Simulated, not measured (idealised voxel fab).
process module | voxel released beams
cross-section cut | 280 nm wide | cells 5 nm
A cross-section is a grid of square cells, given in bands from the top down. A band is one or more rows of cells.
Each band's line starts with the height of the band's top and of its bottom, in nm. Then come its materials from left to right, each with its width in nm. One material with "throughout" fills the band from edge to edge. "air" is empty space.
Height 0 is the level under which the wafer as received is all one material. The lowest band goes on downwards, as in "0 down".
A width such as "30 to 40" changes by the same amount from each row of cells to the next, from the band's top row to its bottom row.
"no change" after a step means that no cell of the cross-section changed.
closed voids: empty space of 8 cells or more with no open way to the top, each as width x height at its distance from the left edge, in nm
after a step's settings: what the simulator itself notes on the step
overlay nm, on a step with a mask: how far to the right of its planned place the mask lay; to the left if negative
plan
1 op RECEIVE | material Si
2 op CONFORMAL_DEP | material Al2O3 | thk nm 10
3 op DIRECTIONAL_DEP | material SiO2 | thk nm 15
4 op MASKED_ETCH | tone open | mask id ANCHOR | width nm 25 | etch materials SiO2 | depth nm 15 | overlay nm 0
5 op CONFORMAL_DEP | material W | thk nm 10
6 op DIRECTIONAL_DEP | material aC | thk nm 15
7 op PATTERN | tone cover | mask id BEAM | material resist | width nm 105 | thk nm 35 | overlay nm 0
8 op DIRECTIONAL_ETCH | etch materials aC | depth nm 15
9 op STRIP | etch materials resist
10 op DIRECTIONAL_ETCH | etch materials W | depth nm 10
11 op STRIP | etch materials aC
12 op STRIP | etch materials SiO2
first wafer, as planned
as received, after step 1
  0 down: Si throughout
  closed voids: none
after step 2
  10 to 0: Al2O3 throughout
  below 0: unchanged
after step 3
  25 to 10: SiO2 throughout
  below 10: unchanged
after step 4
  25 to 10: SiO2 90 | air 25 | SiO2 165
  below 10: unchanged
after step 5
  35 to 25: W 100 | air 5 | W 175
  25 to 20: SiO2 90 | W 10 | air 5 | W 10 | SiO2 165
  20 to 10: SiO2 90 | W 25 | SiO2 165
  below 10: unchanged
after step 6
  50 to 35: aC 100 | air 5 | aC 175
  35 to 25: W 100 | aC 5 | W 175
  25 to 20: SiO2 90 | W 10 | aC 5 | W 10 | SiO2 165
  below 20: unchanged
after step 7
  85 to 50: air 85 | resist 105 | air 90
  50 to 35: aC 100 | resist 5 | aC 175
  below 35: unchanged
after step 8
  70 to 50: air 85 | resist 105 | air 90
  50 to 35: air 85 | aC 15 | resist 5 | aC 85 | air 90
  below 35: unchanged
after step 9
  50 to 35: air 85 | aC 15 | air 5 | aC 85 | air 90
  below 35: unchanged
after step 10
  50 to 35: air 85 | aC 15 | air 5 | aC 85 | air 90
  35 to 25: air 85 | W 15 | aC 5 | W 85 | air 90
  below 25: unchanged
after step 11
  35 to 25: air 85 | W 15 | air 5 | W 85 | air 90
  25 to 20: SiO2 90 | W 10 | air 5 | W 10 | SiO2 165
  below 20: unchanged
after step 12
  35 to 25: air 85 | W 15 | air 5 | W 85 | air 90
  25 to 20: air 90 | W 10 | air 5 | W 10 | air 165
  20 to 10: air 90 | W 25 | air 165
  below 10: unchanged
second wafer: like start, like plan, one mistake. Through step 1 it matches the first wafer
when step 2 should have ended
  15 to 0: SiO2 throughout
  below 0: unchanged
when step 3 should have ended
  25 to 15: Al2O3 throughout
  below 15: unchanged
when step 4 should have ended: no change
when step 5 should have ended
  35 to 25: W throughout
  below 25: unchanged
when step 6 should have ended
  50 to 35: aC throughout
  below 35: unchanged
when step 7 should have ended
  85 to 50: air 85 | resist 105 | air 90
  below 50: unchanged
when step 8 should have ended
  70 to 50: air 85 | resist 105 | air 90
  50 to 35: air 85 | aC 105 | air 90
  below 35: unchanged
when step 9 should have ended
  50 to 35: air 85 | aC 105 | air 90
  below 35: unchanged
when step 10 should have ended
  50 to 35: air 85 | aC 105 | air 90
  35 to 25: air 85 | W 105 | air 90
  below 25: unchanged
when step 11 should have ended
  35 to 25: air 85 | W 105 | air 90
  below 25: unchanged
when step 12 should have ended: no change
what went wrong: steps 2 and 3 were swapped
at the end the second wafer has, in cells: 168 more of SiO2 | 12 fewer of W
